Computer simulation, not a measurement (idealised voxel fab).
Module name: voxel wiring stack (process module)
Section cut is 285 nm wide and gridded with 5 nm square cells.
A cross-section is a grid of square cells, given in bands from the top down. A band is one or more rows of cells.
The entry gives the band's vertical extent as a top height and a bottom height in nm, then its horizontal make-up as materials from left to right, each with a width in nm. "blank" stands for empty space; a single material marked "throughout" fills the band edge to edge.
Ref level 0: as-received wafer is one material below here. Bottom band extends down with no lower bound ("top 0, no bottom").
Width: "30 to 40" (first number = top row, second number = bottom row, same change from row to row of cells).
No cell of the cross-section changed in a step that is given as "no modifications".
"Closed void table" lists enclosed empty spaces (at least 8 cells, no open path upward to the top), each as width x height at distance from the left edge, in nm.
Text after the settings on a step's line: the simulator's own remark on that step.
"overlay nm" on a masked step: distance the mask lay right of its planned place, negative for left.
Note: before/after cross-section pairs follow, one process step per pair, after-side truncated at the lowest changed band, step and settings given beneath. Different runs of this module on the same starting wafer may supply the pairs; a pair continues the one above only where the "Prior to processing" entry says so.
Prior to processing
- top 155, bottom 135  100 nm resist / 25 nm blank / 30 nm resist / 25 nm blank / 105 nm resist
- top 135, bottom 120  100 nm SiO2 / 25 nm blank / 30 nm SiO2 / 25 nm blank / 105 nm SiO2
- top 120, bottom 110  100 nm SiO2 / 15 nm blank / 40 nm SiO2 / 15 nm blank / 115 nm SiO2
- top 110, bottom 105  100 nm SiCN / 15 nm blank / 40 nm SiCN / 15 nm blank / 115 nm SiCN
- top 105, bottom 100  Cu throughout
- top 100, bottom 95  105 nm TiN / 15 nm Cu / 40 nm TiN / 15 nm Cu / 110 nm TiN
- top 95, bottom 80  100 nm SiO2 / 5 nm TiN / 15 nm Cu / 5 nm TiN / 30 nm SiO2 / 5 nm TiN / 15 nm Cu / 5 nm TiN / 105 nm SiO2
- top 80, bottom 75  100 nm SiO2 / 5 nm TiN / 5 nm Cu / 15 nm TiN / 30 nm SiO2 / 5 nm TiN / 5 nm Cu / 15 nm TiN / 105 nm SiO2
- top 75, bottom 65  100 nm SiO2 / 5 nm TiN / 5 nm Cu / 5 nm TiN / 40 nm SiO2 / 5 nm TiN / 5 nm Cu / 5 nm TiN / 115 nm SiO2
- top 65, bottom 60  100 nm SiCN / 15 nm TiN / 40 nm SiCN / 15 nm TiN / 115 nm SiCN
- top 60, bottom 55  100 nm SiO2 / 5 nm TiN / 5 nm Cu / 15 nm TiN / 30 nm SiO2 / 25 nm TiN / 105 nm SiO2
- top 55, bottom 45  100 nm SiO2 / 5 nm TiN / 5 nm Cu / 5 nm TiN / 170 nm SiO2
- top 45, bottom 40  100 nm SiCN / 15 nm TiN / 170 nm SiCN
- top 40, bottom 15  100 nm lowk / 5 nm TiN / 15 nm Cu / 5 nm TiN / 30 nm lowk / 5 nm TiN / 15 nm Cu / 5 nm TiN / 105 nm lowk
- top 15, bottom 10  100 nm SiN / 25 nm TiN / 30 nm SiN / 25 nm TiN / 105 nm SiN
- top 10, bottom 0  SiO2 throughout
- top 0, no bottom  Si throughout
- Closed void table: none
Resultant Cross-Section
- top 135, bottom 120  100 nm SiO2 / 25 nm blank / 30 nm SiO2 / 25 nm blank / 105 nm SiO2
- Nothing below the height 120 has changed.
- Closed void table: none
the step between: STRIP, etch materials resist
Prior to processing: it's just the after picture from the pair right above this one.
Resultant Cross-Section
- top 140, bottom 135  105 nm TiN / 15 nm blank / 40 nm TiN / 15 nm blank / 110 nm TiN
- top 135, bottom 125  100 nm SiO2 / 5 nm TiN / 15 nm blank / 5 nm TiN / 30 nm SiO2 / 5 nm TiN / 15 nm blank / 5 nm TiN / 105 nm SiO2
- top 125, bottom 120  100 nm SiO2 / 5 nm TiN / 5 nm blank / 15 nm TiN / 30 nm SiO2 / 5 nm TiN / 5 nm blank / 15 nm TiN / 105 nm SiO2
- top 120, bottom 110  100 nm SiO2 / 5 nm TiN / 5 nm blank / 5 nm TiN / 40 nm SiO2 / 5 nm TiN / 5 nm blank / 5 nm TiN / 115 nm SiO2
- top 110, bottom 105  100 nm SiCN / 15 nm TiN / 40 nm SiCN / 15 nm TiN / 115 nm SiCN
- Nothing below the height 105 has changed.
- Closed void table: none
the step between: CONFORMAL_DEP, material TiN, thk nm 5
Prior to processing: it's just the after picture from the pair right above this one.
Resultant Cross-Section
- top 150, bottom 140  Cu throughout
- top 140, bottom 135  105 nm TiN / 15 nm Cu / 40 nm TiN / 15 nm Cu / 110 nm TiN
- top 135, bottom 125  100 nm SiO2 / 5 nm TiN / 15 nm Cu / 5 nm TiN / 30 nm SiO2 / 5 nm TiN / 15 nm Cu / 5 nm TiN / 105 nm SiO2
- top 125, bottom 120  100 nm SiO2 / 5 nm TiN / 5 nm Cu / 15 nm TiN / 30 nm SiO2 / 5 nm TiN / 5 nm Cu / 15 nm TiN / 105 nm SiO2
- top 120, bottom 110  100 nm SiO2 / 5 nm TiN / 5 nm Cu / 5 nm TiN / 40 nm SiO2 / 5 nm TiN / 5 nm Cu / 5 nm TiN / 115 nm SiO2
- Nothing below the height 110 has changed.
- Closed void table: none
the step between: FILL_DEP, material Cu, thk nm 10
Prior to processing: it's just the after picture from the pair right above this one.
Resultant Cross-Section
- top 135, bottom 125  100 nm SiO2 / 5 nm TiN / 15 nm Cu / 5 nm TiN / 30 nm SiO2 / 5 nm TiN / 15 nm Cu / 5 nm TiN / 105 nm SiO2
- Nothing below the height 125 has changed.
- Closed void table: none
the step between: CMP, height nm 135
Prior to processing: it's just the after picture from the pair right above this one.
Resultant Cross-Section
- top 140, bottom 135  SiN throughout
- Nothing below the height 135 has changed.
- Closed void table: none
the step between: CONFORMAL_DEP, material SiN, thk nm 5
Prior to processing
- top 40, bottom 15  lowk throughout
- top 15, bottom 10  SiN throughout
- top 10, bottom 0  SiO2 throughout
- top 0, no bottom  Si throughout
- Closed void table: none
Resultant Cross-Section
- top 40, bottom 15  100 nm lowk / 30 nm blank / 25 nm lowk / 30 nm blank / 100 nm lowk
- Nothing below the height 15 has changed.
- Closed void table: none
the step between: MASKED_ETCH, tone open, mask id METAL_1, width nm 30, pitch nm 55, etch materials lowk, depth nm 25, overlay nm 0
Prior to processing: it's just the after picture from the pair right above this one.
Resultant Cross-Section
- top 40, bottom 15  100 nm lowk / 30 nm blank / 25 nm lowk / 30 nm blank / 100 nm lowk
- top 15, bottom 10  100 nm SiN / 25 nm blank / 30 nm SiN / 25 nm blank / 105 nm SiN
- Nothing below the height 10 has changed.
- Closed void table: none
the step between: MASKED_ETCH, tone open, mask id METAL_1, width nm 25, pitch nm 55, etch materials SiN, depth nm 5, overlay nm 0
Prior to processing: it's just the after picture from the pair right above this one.
Resultant Cross-Section
- top 45, bottom 40  105 nm TiN / 20 nm blank / 35 nm TiN / 20 nm blank / 105 nm TiN
- top 40, bottom 20  100 nm lowk / 5 nm TiN / 20 nm blank / 5 nm TiN / 25 nm lowk / 5 nm TiN / 20 nm blank / 5 nm TiN / 100 nm lowk
- top 20, bottom 15  100 nm lowk / 5 nm TiN / 15 nm blank / 10 nm TiN / 25 nm lowk / 5 nm TiN / 15 nm blank / 10 nm TiN / 100 nm lowk
- top 15, bottom 10  100 nm SiN / 25 nm TiN / 30 nm SiN / 25 nm TiN / 105 nm SiN
- Nothing below the height 10 has changed.
- Closed void table: none
the step between: CONFORMAL_DEP, material TiN, thk nm 5
Prior to processing: it's just the after picture from the pair right above this one.
Resultant Cross-Section
- top 50, bottom 45  Cu throughout
- top 45, bottom 40  105 nm TiN / 20 nm Cu / 35 nm TiN / 20 nm Cu / 105 nm TiN
- top 40, bottom 20  100 nm lowk / 5 nm TiN / 20 nm Cu / 5 nm TiN / 25 nm lowk / 5 nm TiN / 20 nm Cu / 5 nm TiN / 100 nm lowk
- top 20, bottom 15  100 nm lowk / 5 nm TiN / 15 nm Cu / 10 nm TiN / 25 nm lowk / 5 nm TiN / 15 nm Cu / 10 nm TiN / 100 nm lowk
- Nothing below the height 15 has changed.
- Closed void table: none
the step between: FILL_DEP, material Cu, thk nm 5
Prior to processing: it's just the after picture from the pair right above this one.
Resultant Cross-Section
- top 40, bottom 20  100 nm lowk / 5 nm TiN / 20 nm Cu / 5 nm TiN / 25 nm lowk / 5 nm TiN / 20 nm Cu / 5 nm TiN / 100 nm lowk
- Nothing below the height 20 has changed.
- Closed void table: none
the step between: CMP, height nm 40
Prior to processing: it's just the after picture from the pair right above this one.
Resultant Cross-Section
- top 45, bottom 40  SiCN throughout
- Nothing below the height 40 has changed.
- Closed void table: none
the step between: CONFORMAL_DEP, material SiCN, thk nm 5
Prior to processing: it's just the after picture from the pair right above this one.
Resultant Cross-Section
- top 70, bottom 45  SiO2 throughout
- Nothing below the height 45 has changed.
- Closed void table: none
the step between: DIRECTIONAL_DEP, material SiO2, thk nm 25
Prior to processing: it's just the after picture from the pair right above this one.
Resultant Cross-Section
- top 80, bottom 70  aC throughout
- Nothing below the height 70 has changed.
- Closed void table: none
the step between: DIRECTIONAL_DEP, material aC, thk nm 10
Prior to processing: it's just the after picture from the pair right above this one.
Resultant Cross-Section
- top 110, bottom 80  100 nm resist / 15 nm blank / 170 nm resist
- Nothing below the height 80 has changed.
- Closed void table: none
the step between: PATTERN, tone open, mask id METAL_2_HOLES, material resist, width nm 15, thk nm 30, overlay nm 0
Prior to processing: it's just the after picture from the pair right above this one.
Resultant Cross-Section
- top 100, bottom 80  100 nm resist / 15 nm blank / 170 nm resist
- top 80, bottom 70  100 nm aC / 15 nm blank / 170 nm aC
- Nothing below the height 70 has changed.
- Closed void table: none
the step between: DIRECTIONAL_ETCH, etch materials aC, depth nm 10
Prior to processing: it's just the after picture from the pair right above this one.
Resultant Cross-Section
- top 80, bottom 70  100 nm aC / 15 nm blank / 170 nm aC
- Nothing below the height 70 has changed.
- Closed void table: none
the step between: STRIP, etch materials resist
Prior to processing: it's just the after picture from the pair right above this one.
Resultant Cross-Section
- top 80, bottom 70  100 nm aC / 15 nm blank / 170 nm aC
- top 70, bottom 45  100 nm SiO2 / 15 nm blank / 170 nm SiO2
- Nothing below the height 45 has changed.
- Closed void table: none
the step between: DIRECTIONAL_ETCH, etch materials SiO2, depth nm 25
Prior to processing: it's just the after picture from the pair right above this one.
Resultant Cross-Section
- top 70, bottom 45  100 nm SiO2 / 15 nm blank / 170 nm SiO2
- Nothing below the height 45 has changed.
- Closed void table: none
the step between: STRIP, etch materials aC
Prior to processing: it's just the after picture from the pair right above this one.
Resultant Cross-Section
- top 70, bottom 55  100 nm SiO2 / 25 nm blank / 30 nm SiO2 / 25 nm blank / 105 nm SiO2
- Nothing below the height 55 has changed.
- Closed void table: none
the step between: MASKED_ETCH, tone open, mask id METAL_2, width nm 25, pitch nm 55, etch materials SiO2, depth nm 15, overlay nm 0
Prior to processing: it's just the after picture from the pair right above this one.
Resultant Cross-Section
- top 70, bottom 55  100 nm SiO2 / 25 nm blank / 30 nm SiO2 / 25 nm blank / 105 nm SiO2
- top 55, bottom 45  100 nm SiO2 / 15 nm blank / 170 nm SiO2
- top 45, bottom 40  100 nm SiCN / 15 nm blank / 170 nm SiCN
- Nothing below the height 40 has changed.
- Closed void table: none
the step between: MASKED_ETCH, tone open, mask id METAL_2, width nm 25, pitch nm 55, etch materials SiCN, depth nm 5, overlay nm 0
Prior to processing: it's just the after picture from the pair right above this one.
Resultant Cross-Section
- top 75, bottom 70  105 nm TiN / 15 nm blank / 40 nm TiN / 15 nm blank / 110 nm TiN
- top 70, bottom 60  100 nm SiO2 / 5 nm TiN / 15 nm blank / 5 nm TiN / 30 nm SiO2 / 5 nm TiN / 15 nm blank / 5 nm TiN / 105 nm SiO2
- top 60, bottom 55  100 nm SiO2 / 5 nm TiN / 5 nm blank / 15 nm TiN / 30 nm SiO2 / 25 nm TiN / 105 nm SiO2
- top 55, bottom 45  100 nm SiO2 / 5 nm TiN / 5 nm blank / 5 nm TiN / 170 nm SiO2
- top 45, bottom 40  100 nm SiCN / 15 nm TiN / 170 nm SiCN
- Nothing below the height 40 has changed.
- Closed void table: none
the step between: CONFORMAL_DEP, material TiN, thk nm 5
Prior to processing: it's just the after picture from the pair right above this one.
Resultant Cross-Section
- top 80, bottom 75  Cu throughout
- top 75, bottom 70  105 nm TiN / 15 nm Cu / 40 nm TiN / 15 nm Cu / 110 nm TiN
- top 70, bottom 60  100 nm SiO2 / 5 nm TiN / 15 nm Cu / 5 nm TiN / 30 nm SiO2 / 5 nm TiN / 15 nm Cu / 5 nm TiN / 105 nm SiO2
- top 60, bottom 55  100 nm SiO2 / 5 nm TiN / 5 nm Cu / 15 nm TiN / 30 nm SiO2 / 25 nm TiN / 105 nm SiO2
- top 55, bottom 45  100 nm SiO2 / 5 nm TiN / 5 nm Cu / 5 nm TiN / 170 nm SiO2
- Nothing below the height 45 has changed.
- Closed void table: none
the step between: FILL_DEP, material Cu, thk nm 5
Prior to processing: it's just the after picture from the pair right above this one.
Resultant Cross-Section
- top 70, bottom 60  100 nm SiO2 / 5 nm TiN / 15 nm Cu / 5 nm TiN / 30 nm SiO2 / 5 nm TiN / 15 nm Cu / 5 nm TiN / 105 nm SiO2
- Nothing below the height 60 has changed.
- Closed void table: none
the step between: CMP, height nm 70
Prior to processing: it's just the after picture from the pair right above this one.
Resultant Cross-Section
- top 75, bottom 70  SiCN throughout
- Nothing below the height 70 has changed.
- Closed void table: none
the step between: CONFORMAL_DEP, material SiCN, thk nm 5
Prior to processing: it's just the after picture from the pair right above this one.
Resultant Cross-Section
- top 105, bottom 75  SiO2 throughout
- Nothing below the height 75 has changed.
- Closed void table: none
the step between: DIRECTIONAL_DEP, material SiO2, thk nm 30
Prior to processing: it's just the after picture from the pair right above this one.
Resultant Cross-Section
- top 105, bottom 85  100 nm SiO2 / 25 nm blank / 30 nm SiO2 / 25 nm blank / 105 nm SiO2
- Nothing below the height 85 has changed.
- Closed void table: none
the step between: MASKED_ETCH, tone open, mask id METAL_3, width nm 25, pitch nm 55, etch materials SiO2, depth nm 20, overlay nm 0
Prior to processing: it's just the after picture from the pair right above this one.
Resultant Cross-Section
- top 115, bottom 105  100 nm aC / 25 nm blank / 30 nm aC / 25 nm blank / 105 nm aC
- top 105, bottom 95  100 nm SiO2 / 25 nm blank / 30 nm SiO2 / 25 nm blank / 105 nm SiO2
- top 95, bottom 85  100 nm SiO2 / 25 nm aC / 30 nm SiO2 / 25 nm aC / 105 nm SiO2
- Nothing below the height 85 has changed.
- Closed void table: none
the step between: DIRECTIONAL_DEP, material aC, thk nm 10
Prior to processing: it's just the after picture from the pair right above this one.
Resultant Cross-Section
- top 140, bottom 115  100 nm resist / 15 nm blank / 40 nm resist / 15 nm blank / 115 nm resist
- top 115, bottom 105  100 nm aC / 15 nm blank / 10 nm resist / 30 nm aC / 15 nm blank / 10 nm resist / 105 nm aC
- top 105, bottom 95  100 nm SiO2 / 15 nm blank / 10 nm resist / 30 nm SiO2 / 15 nm blank / 10 nm resist / 105 nm SiO2
- Nothing below the height 95 has changed.
- Closed void table: none
the step between: PATTERN, tone open, mask id METAL_3_HOLES, material resist, width nm 15, pitch nm 55, thk nm 25, overlay nm 0
Prior to processing: it's just the after picture from the pair right above this one.
Resultant Cross-Section
- top 130, bottom 115  100 nm resist / 15 nm blank / 40 nm resist / 15 nm blank / 115 nm resist
- top 115, bottom 105  100 nm aC / 15 nm blank / 10 nm resist / 30 nm aC / 15 nm blank / 10 nm resist / 105 nm aC
- top 105, bottom 95  100 nm SiO2 / 15 nm blank / 10 nm resist / 30 nm SiO2 / 15 nm blank / 10 nm resist / 105 nm SiO2
- top 95, bottom 85  100 nm SiO2 / 15 nm blank / 10 nm aC / 30 nm SiO2 / 15 nm blank / 10 nm aC / 105 nm SiO2
- Nothing below the height 85 has changed.
- Closed void table: none
the step between: DIRECTIONAL_ETCH, etch materials aC, depth nm 10
Prior to processing: it's just the after picture from the pair right above this one.
Resultant Cross-Section
- top 115, bottom 105  100 nm aC / 25 nm blank / 30 nm aC / 25 nm blank / 105 nm aC
- top 105, bottom 95  100 nm SiO2 / 25 nm blank / 30 nm SiO2 / 25 nm blank / 105 nm SiO2
- Nothing below the height 95 has changed.
- Closed void table: none
the step between: STRIP, etch materials resist
Prior to processing: it's just the after picture from the pair right above this one.
Resultant Cross-Section
- top 115, bottom 105  100 nm aC / 25 nm blank / 30 nm aC / 25 nm blank / 105 nm aC
- top 105, bottom 95  100 nm SiO2 / 25 nm blank / 30 nm SiO2 / 25 nm blank / 105 nm SiO2
- top 95, bottom 85  100 nm SiO2 / 15 nm blank / 10 nm aC / 30 nm SiO2 / 15 nm blank / 10 nm aC / 105 nm SiO2
- top 85, bottom 75  100 nm SiO2 / 15 nm blank / 40 nm SiO2 / 15 nm blank / 115 nm SiO2
- Nothing below the height 75 has changed.
- Closed void table: none
the step between: DIRECTIONAL_ETCH, etch materials SiO2, depth nm 10
Prior to processing: it's just the after picture from the pair right above this one.
Resultant Cross-Section
- top 115, bottom 105  100 nm aC / 25 nm blank / 30 nm aC / 25 nm blank / 105 nm aC
- top 105, bottom 95  100 nm SiO2 / 25 nm blank / 30 nm SiO2 / 25 nm blank / 105 nm SiO2
- top 95, bottom 85  100 nm SiO2 / 15 nm blank / 10 nm aC / 30 nm SiO2 / 15 nm blank / 10 nm aC / 105 nm SiO2
- top 85, bottom 75  100 nm SiO2 / 15 nm blank / 40 nm SiO2 / 15 nm blank / 115 nm SiO2
- top 75, bottom 70  100 nm SiCN / 15 nm blank / 40 nm SiCN / 15 nm blank / 115 nm SiCN
- Nothing below the height 70 has changed.
- Closed void table: none
the step between: DIRECTIONAL_ETCH, etch materials SiCN, depth nm 5
Prior to processing: it's just the after picture from the pair right above this one.
Resultant Cross-Section
- top 105, bottom 85  100 nm SiO2 / 25 nm blank / 30 nm SiO2 / 25 nm blank / 105 nm SiO2
- Nothing below the height 85 has changed.
- Closed void table: none
the step between: STRIP, etch materials aC
Prior to processing: it's just the after picture from the pair right above this one.
Resultant Cross-Section
- top 110, bottom 105  105 nm TiN / 15 nm blank / 40 nm TiN / 15 nm blank / 110 nm TiN
- top 105, bottom 90  100 nm SiO2 / 5 nm TiN / 15 nm blank / 5 nm TiN / 30 nm SiO2 / 5 nm TiN / 15 nm blank / 5 nm TiN / 105 nm SiO2
- top 90, bottom 85  100 nm SiO2 / 5 nm TiN / 5 nm blank / 15 nm TiN / 30 nm SiO2 / 5 nm TiN / 5 nm blank / 15 nm TiN / 105 nm SiO2
- top 85, bottom 75  100 nm SiO2 / 5 nm TiN / 5 nm blank / 5 nm TiN / 40 nm SiO2 / 5 nm TiN / 5 nm blank / 5 nm TiN / 115 nm SiO2
- top 75, bottom 70  100 nm SiCN / 15 nm TiN / 40 nm SiCN / 15 nm TiN / 115 nm SiCN
- Nothing below the height 70 has changed.
- Closed void table: none
the step between: CONFORMAL_DEP, material TiN, thk nm 5
Prior to processing: it's just the after picture from the pair right above this one.
Resultant Cross-Section
- top 115, bottom 110  Cu throughout
- top 110, bottom 105  105 nm TiN / 15 nm Cu / 40 nm TiN / 15 nm Cu / 110 nm TiN
- top 105, bottom 90  100 nm SiO2 / 5 nm TiN / 15 nm Cu / 5 nm TiN / 30 nm SiO2 / 5 nm TiN / 15 nm Cu / 5 nm TiN / 105 nm SiO2
- top 90, bottom 85  100 nm SiO2 / 5 nm TiN / 5 nm Cu / 15 nm TiN / 30 nm SiO2 / 5 nm TiN / 5 nm Cu / 15 nm TiN / 105 nm SiO2
- top 85, bottom 75  100 nm SiO2 / 5 nm TiN / 5 nm Cu / 5 nm TiN / 40 nm SiO2 / 5 nm TiN / 5 nm Cu / 5 nm TiN / 115 nm SiO2
- Nothing below the height 75 has changed.
- Closed void table: none
the step between: FILL_DEP, material Cu, thk nm 5
Prior to processing: it's just the after picture from the pair right above this one.
Resultant Cross-Section
- top 105, bottom 90  100 nm SiO2 / 5 nm TiN / 15 nm Cu / 5 nm TiN / 30 nm SiO2 / 5 nm TiN / 15 nm Cu / 5 nm TiN / 105 nm SiO2
- Nothing below the height 90 has changed.
- Closed void table: none
the step between: CMP, height nm 105
Prior to processing: it's just the after picture from the pair right above this one.
Resultant Cross-Section
- top 110, bottom 105  SiCN throughout
- Nothing below the height 105 has changed.
- Closed void table: none
the step between: CONFORMAL_DEP, material SiCN, thk nm 5
Prior to processing: it's just the after picture from the pair right above this one.
Resultant Cross-Section
- top 135, bottom 110  SiO2 throughout
- Nothing below the height 110 has changed.
- Closed void table: none
the step between: DIRECTIONAL_DEP, material SiO2, thk nm 25
Prior to processing: it's just the after picture from the pair right above this one.
Resultant Cross-Section
- top 155, bottom 135  100 nm resist / 15 nm blank / 40 nm resist / 15 nm blank / 115 nm resist
- Nothing below the height 135 has changed.
- Closed void table: none
the step between: PATTERN, tone open, mask id METAL_4_HOLES, material resist, width nm 15, pitch nm 55, thk nm 20, overlay nm 0
Prior to processing: it's just the after picture from the pair right above this one.
Resultant Cross-Section
- top 155, bottom 135  100 nm resist / 15 nm blank / 40 nm resist / 15 nm blank / 115 nm resist
- top 135, bottom 110  100 nm SiO2 / 15 nm blank / 40 nm SiO2 / 15 nm blank / 115 nm SiO2
- Nothing below the height 110 has changed.
- Closed void table: none
the step between: DIRECTIONAL_ETCH, etch materials SiO2, depth nm 25
Prior to processing: it's just the after picture from the pair right above this one.
Resultant Cross-Section
- top 135, bottom 110  100 nm SiO2 / 15 nm blank / 40 nm SiO2 / 15 nm blank / 115 nm SiO2
- Nothing below the height 110 has changed.
- Closed void table: none
the step between: STRIP, etch materials resist
Prior to processing: it's just the after picture from the pair right above this one.
Resultant Cross-Section
- top 155, bottom 135  100 nm resist / 25 nm blank / 30 nm resist / 25 nm blank / 105 nm resist
- Nothing below the height 135 has changed.
- Closed void table: none
the step between: PATTERN, tone open, mask id METAL_4, material resist, width nm 25, pitch nm 55, thk nm 20, overlay nm 0
Prior to processing: it's just the after picture from the pair right above this one.
Resultant Cross-Section
- top 155, bottom 135  100 nm resist / 25 nm blank / 30 nm resist / 25 nm blank / 105 nm resist
- top 135, bottom 120  100 nm SiO2 / 25 nm blank / 30 nm SiO2 / 25 nm blank / 105 nm SiO2
- Nothing below the height 120 has changed.
- Closed void table: none
the step between: DIRECTIONAL_ETCH, etch materials SiO2, depth nm 15
Prior to processing: it's just the after picture from the pair right above this one.
Resultant Cross-Section
- top 155, bottom 135  100 nm resist / 25 nm blank / 30 nm resist / 25 nm blank / 105 nm resist
- top 135, bottom 120  100 nm SiO2 / 25 nm blank / 30 nm SiO2 / 25 nm blank / 105 nm SiO2
- top 120, bottom 110  100 nm SiO2 / 15 nm blank / 40 nm SiO2 / 15 nm blank / 115 nm SiO2
- top 110, bottom 105  100 nm SiCN / 15 nm blank / 40 nm SiCN / 15 nm blank / 115 nm SiCN
- Nothing below the height 105 has changed.
- Closed void table: none
the step between: DIRECTIONAL_ETCH, etch materials SiCN, depth nm 5
Prior to processing: it's just the after picture from the pair right above this one.
Resultant Cross-Section
- top 135, bottom 120  100 nm SiO2 / 25 nm blank / 30 nm SiO2 / 25 nm blank / 105 nm SiO2
- Nothing below the height 120 has changed.
- Closed void table: none
the step between: STRIP, etch materials resist
Prior to processing: it's just the after picture from the pair right above this one.
Resultant Cross-Section
- top 140, bottom 135  105 nm TiN / 15 nm blank / 40 nm TiN / 15 nm blank / 110 nm TiN
- top 135, bottom 125  100 nm SiO2 / 5 nm TiN / 15 nm blank / 5 nm TiN / 30 nm SiO2 / 5 nm TiN / 15 nm blank / 5 nm TiN / 105 nm SiO2
- top 125, bottom 120  100 nm SiO2 / 5 nm TiN / 5 nm blank / 15 nm TiN / 30 nm SiO2 / 5 nm TiN / 5 nm blank / 15 nm TiN / 105 nm SiO2
- top 120, bottom 110  100 nm SiO2 / 5 nm TiN / 5 nm blank / 5 nm TiN / 40 nm SiO2 / 5 nm TiN / 5 nm blank / 5 nm TiN / 115 nm SiO2
- top 110, bottom 105  100 nm SiCN / 15 nm TiN / 40 nm SiCN / 15 nm TiN / 115 nm SiCN
- Nothing below the height 105 has changed.
- Closed void table: none
the step between: CONFORMAL_DEP, material TiN, thk nm 5
Prior to processing: it's just the after picture from the pair right above this one.
Resultant Cross-Section
- top 150, bottom 140  Cu throughout
- top 140, bottom 135  105 nm TiN / 15 nm Cu / 40 nm TiN / 15 nm Cu / 110 nm TiN
- top 135, bottom 125  100 nm SiO2 / 5 nm TiN / 15 nm Cu / 5 nm TiN / 30 nm SiO2 / 5 nm TiN / 15 nm Cu / 5 nm TiN / 105 nm SiO2
- top 125, bottom 120  100 nm SiO2 / 5 nm TiN / 5 nm Cu / 15 nm TiN / 30 nm SiO2 / 5 nm TiN / 5 nm Cu / 15 nm TiN / 105 nm SiO2
- top 120, bottom 110  100 nm SiO2 / 5 nm TiN / 5 nm Cu / 5 nm TiN / 40 nm SiO2 / 5 nm TiN / 5 nm Cu / 5 nm TiN / 115 nm SiO2
- Nothing below the height 110 has changed.
- Closed void table: none
the step between: FILL_DEP, material Cu, thk nm 10
Prior to processing: it's just the after picture from the pair right above this one.
Resultant Cross-Section
- top 135, bottom 125  100 nm SiO2 / 5 nm TiN / 15 nm Cu / 5 nm TiN / 30 nm SiO2 / 5 nm TiN / 15 nm Cu / 5 nm TiN / 105 nm SiO2
- Nothing below the height 125 has changed.
- Closed void table: none
the step between: CMP, height nm 135
Prior to processing: it's just the after picture from the pair right above this one.
Resultant Cross-Section
- top 140, bottom 135  SiN throughout
- Nothing below the height 135 has changed.
- Closed void table: none
the step between: CONFORMAL_DEP, material SiN, thk nm 5
Prior to processing
- top 105, bottom 75  SiO2 throughout
- top 75, bottom 70  SiCN throughout
- top 70, bottom 60  100 nm SiO2 / 5 nm TiN / 15 nm Cu / 5 nm TiN / 30 nm SiO2 / 5 nm TiN / 15 nm Cu / 5 nm TiN / 105 nm SiO2
- top 60, bottom 55  100 nm SiO2 / 5 nm TiN / 5 nm Cu / 15 nm TiN / 30 nm SiO2 / 25 nm TiN / 105 nm SiO2
- top 55, bottom 45  100 nm SiO2 / 5 nm TiN / 5 nm Cu / 5 nm TiN / 170 nm SiO2
- top 45, bottom 40  100 nm SiCN / 15 nm TiN / 170 nm SiCN
- top 40, bottom 15  100 nm lowk / 5 nm TiN / 15 nm Cu / 5 nm TiN / 30 nm lowk / 5 nm TiN / 15 nm Cu / 5 nm TiN / 105 nm lowk
- top 15, bottom 10  100 nm SiN / 25 nm TiN / 30 nm SiN / 25 nm TiN / 105 nm SiN
- top 10, bottom 0  SiO2 throughout
- top 0, no bottom  Si throughout
- Closed void table: none
Resultant Cross-Section
- top 105, bottom 85  90 nm SiO2 / 25 nm blank / 30 nm SiO2 / 25 nm blank / 115 nm SiO2
- Nothing below the height 85 has changed.
- Closed void table: none
the step between: MASKED_ETCH, tone open, mask id METAL_3, width nm 25, pitch nm 55, etch materials SiO2, depth nm 20, overlay nm -10
Prior to processing: it's just the after picture from the pair right above this one.
Resultant Cross-Section
- top 115, bottom 105  90 nm aC / 25 nm blank / 30 nm aC / 25 nm blank / 115 nm aC
- top 105, bottom 95  90 nm SiO2 / 25 nm blank / 30 nm SiO2 / 25 nm blank / 115 nm SiO2
- top 95, bottom 85  90 nm SiO2 / 25 nm aC / 30 nm SiO2 / 25 nm aC / 115 nm SiO2
- Nothing below the height 85 has changed.
- Closed void table: none
the step between: DIRECTIONAL_DEP, material aC, thk nm 10
Prior to processing: it's just the after picture from the pair right above this one.
Resultant Cross-Section
- top 140, bottom 115  100 nm resist / 15 nm blank / 40 nm resist / 15 nm blank / 115 nm resist
- top 115, bottom 105  90 nm aC / 10 nm resist / 15 nm blank / 30 nm aC / 10 nm resist / 15 nm blank / 115 nm aC
- top 105, bottom 95  90 nm SiO2 / 10 nm resist / 15 nm blank / 30 nm SiO2 / 10 nm resist / 15 nm blank / 115 nm SiO2
- Nothing below the height 95 has changed.
- Closed void table: none
the step between: PATTERN, tone open, mask id METAL_3_HOLES, material resist, width nm 15, pitch nm 55, thk nm 25, overlay nm 0
Prior to processing: it's just the after picture from the pair right above this one.
Resultant Cross-Section
- top 130, bottom 115  100 nm resist / 15 nm blank / 40 nm resist / 15 nm blank / 115 nm resist
- top 115, bottom 105  90 nm aC / 10 nm resist / 15 nm blank / 30 nm aC / 10 nm resist / 15 nm blank / 115 nm aC
- top 105, bottom 95  90 nm SiO2 / 10 nm resist / 15 nm blank / 30 nm SiO2 / 10 nm resist / 15 nm blank / 115 nm SiO2
- top 95, bottom 85  90 nm SiO2 / 10 nm aC / 15 nm blank / 30 nm SiO2 / 10 nm aC / 15 nm blank / 115 nm SiO2
- Nothing below the height 85 has changed.
- Closed void table: none
the step between: DIRECTIONAL_ETCH, etch materials aC, depth nm 10
Prior to processing: it's just the after picture from the pair right above this one.
Resultant Cross-Section
- top 115, bottom 105  90 nm aC / 25 nm blank / 30 nm aC / 25 nm blank / 115 nm aC
- top 105, bottom 95  90 nm SiO2 / 25 nm blank / 30 nm SiO2 / 25 nm blank / 115 nm SiO2
- Nothing below the height 95 has changed.
- Closed void table: none
the step between: STRIP, etch materials resist
Prior to processing: it's just the after picture from the pair right above this one.
Resultant Cross-Section
- top 115, bottom 105  90 nm aC / 25 nm blank / 30 nm aC / 25 nm blank / 115 nm aC
- top 105, bottom 95  90 nm SiO2 / 25 nm blank / 30 nm SiO2 / 25 nm blank / 115 nm SiO2
- top 95, bottom 85  90 nm SiO2 / 10 nm aC / 15 nm blank / 30 nm SiO2 / 10 nm aC / 15 nm blank / 115 nm SiO2
- top 85, bottom 75  100 nm SiO2 / 15 nm blank / 40 nm SiO2 / 15 nm blank / 115 nm SiO2
- Nothing below the height 75 has changed.
- Closed void table: none
the step between: DIRECTIONAL_ETCH, etch materials SiO2, depth nm 10
